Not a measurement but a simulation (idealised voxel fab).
The following process module bears the name voxel quadruple lines.
265 nm wide, 5 nm square cells: that's cross-section cut.
The cross-sections in this document take the form of a grid made of square cells. They are written out as bands, in order from top to bottom. Each band consists of one or more rows of cells. The entry gives the band's vertical extent as a top height and a bottom height in nm, then its horizontal make-up as materials from left to right, each with a width in nm. "air" stands for empty space; a single material marked "full width" fills the band edge to edge. All heights in this document are referenced to 0, defined as the level beneath which the wafer, as received, consists entirely of one material. The lowest band is not bounded below; it extends indefinitely downward and is written in the form "0 down". A width given as "30->40" starts at the first number in the band's top row and ends at the second number in its bottom row, shifting by an equal amount at every step from row to row. What does "no change occurred" mean for a step? It means no cell of the cross-section changed in that step. If an empty space has no open way to the top and is at least 8 cells in size, "Sealed-off cavities" lists it, written width x height at distance, where distance is measured from the left edge and every value is in nm. Note: text after step settings on the step line = simulator remark on that step. "overlay nm" denotes, for a step that has a mask, the displacement of the mask to the right of its planned place, with negative values corresponding to the left.

## This section lists the process steps that were planned
- 1: RECEIVE [material Si]
- 2: CONFORMAL_DEP [material SiO2] [thk nm 5]
- 3: DIRECTIONAL_DEP [material W] [thk nm 10]
- 4: DIRECTIONAL_DEP [material polySi] [thk nm 20]
- 5: DIRECTIONAL_DEP [material aC] [thk nm 20]
- 6: PATTERN [tone cover] [mask id MANDREL] [material resist] [width nm 25] [pitch nm 80] [thk nm 25] [overlay nm 0]
- 7: DIRECTIONAL_ETCH [etch materials aC] [depth nm 20]
- 8: STRIP [etch materials resist]
- 9: CONFORMAL_DEP [material SiO2] [thk nm 15]
- 10: DIRECTIONAL_ETCH [etch materials SiO2] [depth nm 15]
- 11: STRIP [etch materials aC]
- 12: DIRECTIONAL_ETCH [etch materials polySi] [depth nm 20]
- 13: STRIP [etch materials SiO2]
- 14: CONFORMAL_DEP [material SiN] [thk nm 5]
- 15: DIRECTIONAL_ETCH [etch materials SiN] [depth nm 5]
- 16: STRIP [etch materials polySi]
- 17: DIRECTIONAL_ETCH [etch materials W] [depth nm 10]
- 18: STRIP [etch materials SiN]
- 19: FILL_DEP [material lowk] [thk nm 10]
- 20: CMP [height nm 15]

## Received-state cross-section, reflecting completion of step 1
0 down | Si full width
Sealed-off cavities: none

## Post-module cross-section of the first of two wafers (run per plan)
15 to 5 | 60 of lowk | 5 of W | 15 of lowk | 5 of W | 15 of lowk | 5 of W | 15 of lowk | 5 of W | 15 of lowk | 5 of W | 15 of lowk | 5 of W | 15 of lowk | 5 of W | 15 of lowk | 5 of W | 60 of lowk
5 to 0 | SiO2 full width
0 down | Si full width
Sealed-off cavities: none

## Module end: cross-section of wafer two of two. Same start and process plan as the first wafer. One mistake during execution
15 to 5 | 75 of lowk | 5 of W | 25 of lowk | 5 of W | 45 of lowk | 5 of W | 25 of lowk | 5 of W | 75 of lowk
5 to 0 | SiO2 full width
0 down | Si full width
Sealed-off cavities: none
It is concluded that the wafer was processed incorrectly with respect to the plan, in that the process deviated at step 6: the operation and settings actually run there were PATTERN [tone open] [mask id MANDREL] [material resist] [width nm 25] [pitch nm 80] [thk nm 25] [overlay nm 0]
Final comparison by cell count, materials where the second wafer has more or fewer than the first: W: 8 fewer | lowk: 8 more
